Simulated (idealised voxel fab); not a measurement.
process module | voxel self aligned contacts
cross-section cut | 185 nm wide | cells 5 nm
A cross-section is a grid of square cells, given in bands from the top down. A band is one or more rows of cells.
Each band's line starts with the height of the band's top and of its bottom, in nm. Then come its materials from left to right, each with its width in nm. One material with "throughout" fills the band from edge to edge. "air" is empty space.
Height 0 is the level under which the wafer as received is all one material. The lowest band goes on downwards, as in "0 down".
A width such as "30 to 40" changes by the same amount from each row of cells to the next, from the band's top row to its bottom row.
"no change" after a step means that no cell of the cross-section changed.
closed voids: empty space of 8 cells or more with no open way to the top, each as width x height at its distance from the left edge, in nm
after a step's settings: what the simulator itself notes on the step
overlay nm, on a step with a mask: how far to the right of its planned place the mask lay; to the left if negative
plan
1 op RECEIVE | material Si
2 op OXIDIZE | depth nm 5
3 op DIRECTIONAL_DEP | material polySi | thk nm 25
4 op DIRECTIONAL_DEP | material SiN | thk nm 20
5 op MASKED_ETCH | tone cover | mask id GATE | width nm 35 | pitch nm 80 | etch materials SiN | depth nm 20 | overlay nm 0
6 op MASKED_ETCH | tone cover | mask id GATE | width nm 35 | pitch nm 80 | etch materials polySi | depth nm 25 | overlay nm 0
7 op CONFORMAL_DEP | material SiN | thk nm 10
8 op DIRECTIONAL_ETCH | etch materials SiN | depth nm 10
9 op FILL_DEP | material SiO2 | thk nm 20
10 op CMP | height nm 55
11 op PATTERN | tone open | mask id CONTACT | material resist | width nm 55 | thk nm 15 | overlay nm 0
12 op DIRECTIONAL_ETCH | etch materials SiO2 | depth nm 60
13 op STRIP | etch materials resist
14 op CONFORMAL_DEP | material TiN | thk nm 5
15 op FILL_DEP | material Ru | thk nm 10
16 op CMP | height nm 55
17 op CONFORMAL_DEP | material SiCN | thk nm 5
as received, after step 1
  0 down: Si throughout
  closed voids: none
a wafer at the end: this start, this plan, one mistake
  60 to 55: SiCN throughout
  55 to 45: SiO2 65 | TiN 5 to 20 | Ru 45 to 15 | TiN 5 to 20 | SiO2 65
  45 to 25: SiO2 25 | SiN 55 | TiN 5 | Ru 15 | TiN 5 | SiN 55 | SiO2 25
  25 to 5: SiO2 25 | SiN 10 | polySi 35 | SiN 10 | TiN 5 | Ru 15 | TiN 5 | SiN 10 | polySi 35 | SiN 10 | SiO2 25
  5 to 0: SiO2 25 | SiN 10 | polySi 35 | SiN 10 | TiN 25 | SiN 10 | polySi 35 | SiN 10 | SiO2 25
  0 down: Si throughout
  closed voids: none
what went wrong: step 2 was left out
